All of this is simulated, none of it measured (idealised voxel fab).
Module name: voxel tone inversion (process module)
Each square cell in cross-section cut measures 5 nm, and the section as a whole is 235 nm wide.
Reading order for cross-sections: top band down to bottom band. Underlying form: a grid of square cells. Band size: one or more rows of cells.
It is stipulated that each band's entry specify, in nanometres, the height of the top of the band and then that of its bottom, followed by the materials of the band in left-to-right sequence, each together with its width in nanometres. A single material marked by the word "throughout" is understood to fill the band from edge to edge; the word "air" is understood to denote empty space.
Where do heights start? At 0: under that level the wafer as delivered is made of one material only. And the lowest band has no floor; it just carries on downward, as in "z 0 and below".
The width entry "30->40" should be interpreted row by row: the top row of cells in the band takes the first number, the bottom row takes the second number, and the change between adjacent rows is uniform throughout.
Where the words "same as before" appear for a step, the cross-section shows no cell changed by that step; every cell remained as before.
The label "Encapsulated voids" introduces a list of the empty spaces, 8 cells or larger, that have no open way up to the top; each entry in it reads width x height at distance, where the distance is taken from the left edge and all three are stated in nm.
Post-settings text on a step line: simulator's own remark regarding the step.
If you see "overlay nm" on a step's line and that step has a mask, it's telling you how far right of where it was planned the mask ended up; a negative number means it went left instead.
Listed below are the process steps as planned:
step 1: RECEIVE,material Si
step 2: CONFORMAL_DEP,material SiCN,thk nm 5
step 3: DIRECTIONAL_DEP,material aC,thk nm 15
step 4: PATTERN,tone cover,mask id POSTS,material resist,width nm 15,pitch nm 45,thk nm 25,overlay nm 0
step 5: DIRECTIONAL_ETCH,etch materials aC,depth nm 15
step 6: STRIP,etch materials resist
step 7: FILL_DEP,material SiO2,thk nm 5
step 8: CMP,height nm 20
step 9: STRIP,etch materials aC
step 10: CONFORMAL_DEP,material TiN,thk nm 5
step 11: FILL_DEP,material W,thk nm 10
step 12: CMP,height nm 20
step 13: CONFORMAL_DEP,material SiN,thk nm 5
Keep in mind the plan's value for the width nm of step 4 comes from the first wafer; the wafers don't share that setting, but they do share the same starting point.
The as-received cross-section of the first of several wafers corresponds to the state after step 1:
> z 0 and below: Si throughout
> Encapsulated voids: none
Quick look at the cross-section of the first of several wafers after step 13, which wraps up the module:
> z 25 to 20: SiN throughout
> z 20 to 10: SiO2 90 nm  TiN 5 nm  W 5 nm  TiN 5 nm  SiO2 30 nm  TiN 5 nm  W 5 nm  TiN 5 nm  SiO2 85 nm
> z 10 to 5: SiO2 90 nm  TiN 15 nm  SiO2 30 nm  TiN 15 nm  SiO2 85 nm
> z 5 to 0: SiCN throughout
> z 0 and below: Si throughout
> Encapsulated voids: none
Wafer cross-section (last wafer, module end):
> z 25 to 20: SiN throughout
> z 20 to 10: SiO2 80 nm  TiN 5 nm  W 20 nm  TiN 5 nm  SiO2 15 nm  TiN 5 nm  W 20 nm  TiN 5 nm  SiO2 80 nm
> z 10 to 5: SiO2 80 nm  TiN 30 nm  SiO2 15 nm  TiN 30 nm  SiO2 80 nm
> z 5 to 0: SiCN throughout
> z 0 and below: Si throughout
> Encapsulated voids: none
Heads up, this table goes wafer by wafer. A row tells you, at the end of the module, how many cells of each material that wafer has put on (+) or dropped (-) since it was received, and then its closed voids:
width nm 15; +47 SiCN; +47 SiN; +123 SiO2; +14 TiN; +4 W; Encapsulated voids: none
width nm 20; +47 SiCN; +47 SiN; +117 SiO2; +16 TiN; +8 W; Encapsulated voids: none
width nm 25; +47 SiCN; +47 SiN; +111 SiO2; +18 TiN; +12 W; Encapsulated voids: none
width nm 30; +47 SiCN; +47 SiN; +105 SiO2; +20 TiN; +16 W; Encapsulated voids: none
